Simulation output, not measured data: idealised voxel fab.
process module | voxel released beams
cross-section cut | 240 nm wide | cells 5 nm
A cross-section is a grid of square cells, given in bands from the top down. A band is one or more rows of cells.
Each band's line starts with the height of the band's top and of its bottom, in nm. Then come its materials from left to right, each with its width in nm. One material with "throughout" fills the band from edge to edge. "air" is empty space.
Height 0 is the level under which the wafer as received is all one material. The lowest band goes on downwards, as in "0 down".
A width such as "30 to 40" changes by the same amount from each row of cells to the next, from the band's top row to its bottom row.
"no change" after a step means that no cell of the cross-section changed.
closed voids: empty space of 8 cells or more with no open way to the top, each as width x height at its distance from the left edge, in nm
after a step's settings: what the simulator itself notes on the step
overlay nm, on a step with a mask: how far to the right of its planned place the mask lay; to the left if negative
plan
1 op RECEIVE | material Si
2 op CONFORMAL_DEP | material Al2O3 | thk nm 5
3 op DIRECTIONAL_DEP | material SiO2 | thk nm 20
4 op MASKED_ETCH | tone open | mask id ANCHOR | width nm 15 | etch materials SiO2 | depth nm 20 | overlay nm 0
5 op CONFORMAL_DEP | material polySi | thk nm 10
6 op MASKED_ETCH | tone cover | mask id BEAM | width nm 110 | etch materials polySi | depth nm 10 | overlay nm 0
7 op STRIP | etch materials SiO2
varied across the wafers: width nm of step 4. The plan shows the first wafer's value. All wafers start alike
first wafer as received, after step 1
  0 down: Si throughout
  closed voids: none
each wafer at the end: cells of each material gained (+) or lost (-) since it was received, then its closed voids
width nm 15 | +48 Al2O3 | +56 polySi | closed voids: none
width nm 20 | +48 Al2O3 | +60 polySi | closed voids: none
width nm 25 | +48 Al2O3 | +60 polySi | closed voids: none
width nm 30 | +48 Al2O3 | +60 polySi | closed voids: none
width nm 35 | +48 Al2O3 | +60 polySi | closed voids: none
width nm 40 | +48 Al2O3 | +60 polySi | closed voids: none
